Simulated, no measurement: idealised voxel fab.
process module | voxel double patterning
cross-section cut | 300 nm wide | cells 5 nm
A cross-section is a grid of square cells, given in bands from the top down. A band is one or more rows of cells.
Each band's line starts with the height of the band's top and of its bottom, in nm. Then come its materials from left to right, each with its width in nm. One material with "throughout" fills the band from edge to edge. "air" is empty space.
Height 0 is the level under which the wafer as received is all one material. The lowest band goes on downwards, as in "0 down".
A width such as "30 to 40" changes by the same amount from each row of cells to the next, from the band's top row to its bottom row.
"no change" after a step means that no cell of the cross-section changed.
closed voids: empty space of 8 cells or more with no open way to the top, each as width x height at its distance from the left edge, in nm
after a step's settings: what the simulator itself notes on the step
overlay nm, on a step with a mask: how far to the right of its planned place the mask lay; to the left if negative
plan
1 op RECEIVE | material Si
2 op CONFORMAL_DEP | material SiO2 | thk nm 10
3 op DIRECTIONAL_DEP | material TiN | thk nm 15
4 op DIRECTIONAL_DEP | material SiCN | thk nm 5
5 op DIRECTIONAL_DEP | material aC | thk nm 10
6 op PATTERN | tone open | mask id FIRST | material resist | width nm 15 | pitch nm 50 | thk nm 30 | overlay nm 0
7 op DIRECTIONAL_ETCH | etch materials aC | depth nm 10
8 op STRIP | etch materials resist
9 op DIRECTIONAL_ETCH | etch materials SiCN | depth nm 5
10 op STRIP | etch materials aC
11 op MASKED_ETCH | tone open | mask id SECOND | width nm 15 | pitch nm 50 | etch materials SiCN | depth nm 5 | overlay nm 0
12 op DIRECTIONAL_ETCH | etch materials TiN | depth nm 15
13 op STRIP | etch materials SiCN
first wafer, as planned
as received, after step 1
  0 down: Si throughout
  closed voids: none
after step 2
  10 to 0: SiO2 throughout
  below 0: unchanged
after step 3
  25 to 10: TiN throughout
  below 10: unchanged
after step 4
  30 to 25: SiCN throughout
  below 25: unchanged
after step 5
  40 to 30: aC throughout
  below 30: unchanged
after step 6
  70 to 40: resist 90 | air 15 | resist 35 | air 15 | resist 35 | air 15 | resist 95
  below 40: unchanged
after step 7
  60 to 40: resist 90 | air 15 | resist 35 | air 15 | resist 35 | air 15 | resist 95
  40 to 30: aC 90 | air 15 | aC 35 | air 15 | aC 35 | air 15 | aC 95
  below 30: unchanged
after step 8
  40 to 30: aC 90 | air 15 | aC 35 | air 15 | aC 35 | air 15 | aC 95
  below 30: unchanged
after step 9
  40 to 30: aC 90 | air 15 | aC 35 | air 15 | aC 35 | air 15 | aC 95
  30 to 25: SiCN 90 | air 15 | SiCN 35 | air 15 | SiCN 35 | air 15 | SiCN 95
  below 25: unchanged
after step 10
  30 to 25: SiCN 90 | air 15 | SiCN 35 | air 15 | SiCN 35 | air 15 | SiCN 95
  below 25: unchanged
after step 11
  30 to 25: SiCN 90 | air 15 | SiCN 10 | air 15 | SiCN 10 | air 15 | SiCN 10 | air 15 | SiCN 10 | air 15 | SiCN 95
  below 25: unchanged
after step 12
  30 to 25: SiCN 90 | air 15 | SiCN 10 | air 15 | SiCN 10 | air 15 | SiCN 10 | air 15 | SiCN 10 | air 15 | SiCN 95
  25 to 10: TiN 90 | air 15 | TiN 10 | air 15 | TiN 10 | air 15 | TiN 10 | air 15 | TiN 10 | air 15 | TiN 95
  below 10: unchanged
after step 13
  25 to 10: TiN 90 | air 15 | TiN 10 | air 15 | TiN 10 | air 15 | TiN 10 | air 15 | TiN 10 | air 15 | TiN 95
  below 10: unchanged
second wafer: like start, like plan, one mistake. Through step 10 it matches the first wafer
when step 11 should have ended
  30 to 25: SiCN 90 | air 30 | SiCN 20 | air 30 | SiCN 20 | air 15 | SiCN 95
  below 25: unchanged
when step 12 should have ended
  30 to 25: SiCN 90 | air 30 | SiCN 20 | air 30 | SiCN 20 | air 15 | SiCN 95
  25 to 10: TiN 90 | air 30 | TiN 20 | air 30 | TiN 20 | air 15 | TiN 95
  below 10: unchanged
when step 13 should have ended
  25 to 10: TiN 90 | air 30 | TiN 20 | air 30 | TiN 20 | air 15 | TiN 95
  below 10: unchanged
what went wrong: step 11 ran as: op MASKED_ETCH | tone open | mask id SECOND | width nm 15 | pitch nm 50 | etch materials SiCN | depth nm 5 | overlay nm -10
at the end the second wafer has, in cells: as many of each material as the first, in other places
